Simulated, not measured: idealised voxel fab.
Process module name: voxel trench capacitor
Square cell edge 5 nm, section width 190 nm, ID cut.
Square cells in a grid make up a cross-section in this document, and the grid is given as bands, listed from the top down, each one or more rows of cells.
Top, bottom (nm), then materials left to right with widths (nm); lone material tagged "all across" fills the whole band edge to edge; "empty" = empty space.
Beneath 0, the wafer as received is one material, and that level is where height counting begins. The lowest band goes on downward without a bottom; it is written like "top 0, no bottom".
It should be noted that a width expressed as "30->40" varies in equal increments from row to row of cells within the band, taking the value of the first number at the top row and that of the second number at the bottom row.
Where a step carries "nothing altered", the cross-section came out of it unchanged, cell for cell.
Heads up: "Closed voids list" only lists the empty pockets with no open path to the top that are 8 cells or more, and it writes them as width x height at distance, distance from the left edge, in nm.
Heads up: the bit after the settings on a step's line is the simulator's remark on that step.
The setting "overlay nm" may be written on the line of a step. When the step uses a mask, the value reports how far to the right of the planned place the mask lay, and a negative value reports that it lay to the left.

**These are the steps we planned for the process**
- 1: RECEIVE: material Si
- 2: CONFORMAL_DEP: material SiN, thk nm 5
- 3: PATTERN: tone open, mask id TRENCH, material resist, width nm 25, pitch nm 55, thk nm 20, overlay nm 0
- 4: DIRECTIONAL_ETCH: etch materials SiN, depth nm 5
- 5: DIRECTIONAL_ETCH: etch materials Si, depth nm 35
- 6: STRIP: etch materials resist
- 7: CONFORMAL_DEP: material HfO2, thk nm 5
- 8: CONFORMAL_DEP: material TiN, thk nm 5
- 9: FILL_DEP: material W, thk nm 5
- 10: CMP: height nm 5

**As-received wafer cross-section (after step 1)**
top 0, no bottom = Si all across
Closed voids list: none

**first wafer at the end, as planned**
top 5, bottom 0 = SiN=55, HfO2=5, TiN=5, W=5, TiN=5, HfO2=5, SiN=30, HfO2=5, TiN=5, W=5, TiN=5, HfO2=5, SiN=55
top 0, bottom -25 = Si=55, HfO2=5, TiN=5, W=5, TiN=5, HfO2=5, Si=30, HfO2=5, TiN=5, W=5, TiN=5, HfO2=5, Si=55
top -25, bottom -30 = Si=55, HfO2=5, TiN=15, HfO2=5, Si=30, HfO2=5, TiN=15, HfO2=5, Si=55
top -30, bottom -35 = Si=55, HfO2=25, Si=30, HfO2=25, Si=55
top -35, no bottom = Si all across
Closed voids list: none

**This cross-section belongs to the second wafer of two at the end of the module; the start and the plan were shared with the first, and the run included one mistake**
top 5, bottom 0 = SiN=55, TiN=5, W=15, TiN=5, SiN=30, TiN=5, W=15, TiN=5, SiN=55
top 0, bottom -30 = Si=55, TiN=5, W=15, TiN=5, Si=30, TiN=5, W=15, TiN=5, Si=55
top -30, bottom -35 = Si=55, TiN=25, Si=30, TiN=25, Si=55
top -35, no bottom = Si all across
Closed voids list: none
Which mistake was made when the wafer was run? plan step 7 skipped
Looking at both finished wafers in cells, the second ends up ahead of or behind the first on some materials: HfO2: 38 fewer | TiN: 8 more | W: 30 more
